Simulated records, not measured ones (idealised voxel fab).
This is a process module. Its name is voxel trench capacitor.
The width of the displayed cross-section, cut, is 190 nm; its cells are square, with a size of 5 nm.
Reading order for cross-sections: top band down to bottom band. Underlying form: a grid of square cells. Band size: one or more rows of cells. Band entry format. Leading values: height of top, height of bottom, nm. Remainder: materials in left-to-right order, each with its width in nm. Special words: "everywhere" on a single material, which then fills the band edge to edge; "blank", empty space. Note: height 0 marks the level under which the wafer is uniformly one material as received. Lowest band unbounded below, written "0..down". Width: "30->40" (first number = top row, second number = bottom row, same change from row to row of cells). Where the words "same as before" appear for a step, the cross-section shows no cell changed by that step; every cell remained as before. Enclosed voids (no open way to top), threshold 8 cells or more, entry "Entrapped void list", notation width x height at distance, distance from left edge, nm. On each step's line, the part that comes after the settings is the simulator's own comment on the step. "overlay nm" answers the question of how far to the right of plan the mask lay on a step that has a mask, and when it is negative the answer is to the left.

Below is the list of planned process steps
| 1 | op RECEIVE | material Si |
| 2 | op CONFORMAL_DEP | material SiN | thk nm 5 |
| 3 | op DIRECTIONAL_DEP | material aC | thk nm 15 |
| 4 | op PATTERN | tone open | mask id TRENCH | material resist | width nm 15 | pitch nm 40 | thk nm 35 | overlay nm 0 |
| 5 | op DIRECTIONAL_ETCH | etch materials aC | depth nm 15 |
| 6 | op STRIP | etch materials resist |
| 7 | op DIRECTIONAL_ETCH | etch materials SiN | depth nm 5 |
| 8 | op DIRECTIONAL_ETCH | etch materials Si | depth nm 30 |
| 9 | op STRIP | etch materials aC |
| 10 | op CONFORMAL_DEP | material HfO2 | thk nm 5 |
| 11 | op CONFORMAL_DEP | material TiN | thk nm 5 |
| 12 | op FILL_DEP | material W | thk nm 10 |
| 13 | op CMP | height nm 5 |
Wafers differ in width nm at step 4; plan lists the first wafer's value; identical starting state.

This is how the first of several wafers looked in cross-section when it arrived, which is after step 1
- 0..down: Si everywhere
- Entrapped void list: none

First of several wafers: cross-section at the end of the module, after step 13, its last step
- 5..0: SiN (65) / HfO2 (5) / TiN (5) / HfO2 (5) / SiN (25) / HfO2 (5) / TiN (5) / HfO2 (5) / SiN (70)
- 0..-25: Si (65) / HfO2 (5) / TiN (5) / HfO2 (5) / Si (25) / HfO2 (5) / TiN (5) / HfO2 (5) / Si (70)
- -25..-30: Si (65) / HfO2 (15) / Si (25) / HfO2 (15) / Si (70)
- -30..down: Si everywhere
- Entrapped void list: none

Final wafer of several, shown in cross-section at the end of the module
- 5..0: SiN (60) / HfO2 (5) / TiN (5) / W (5) / TiN (5) / HfO2 (5) / SiN (15) / HfO2 (5) / TiN (5) / W (5) / TiN (5) / HfO2 (5) / SiN (65)
- 0..-20: Si (60) / HfO2 (5) / TiN (5) / W (5) / TiN (5) / HfO2 (5) / Si (15) / HfO2 (5) / TiN (5) / W (5) / TiN (5) / HfO2 (5) / Si (65)
- -20..-25: Si (60) / HfO2 (5) / TiN (15) / HfO2 (5) / Si (15) / HfO2 (5) / TiN (15) / HfO2 (5) / Si (65)
- -25..-30: Si (60) / HfO2 (25) / Si (15) / HfO2 (25) / Si (65)
- -30..down: Si everywhere
- Entrapped void list: none

Below is a per-wafer table. In it, each row describes the wafer at the end of the module by giving, for each material, the number of cells gained (+) or lost (-) since the wafer was received, and after that the closed voids of the wafer
width nm 15 | +30 HfO2 | -36 Si | +32 SiN | +12 TiN | Entrapped void list: none
width nm 20 | +32 HfO2 | -48 Si | +30 SiN | +24 TiN | Entrapped void list: none
width nm 25 | +34 HfO2 | -60 Si | +28 SiN | +26 TiN | +10 W | Entrapped void list: none
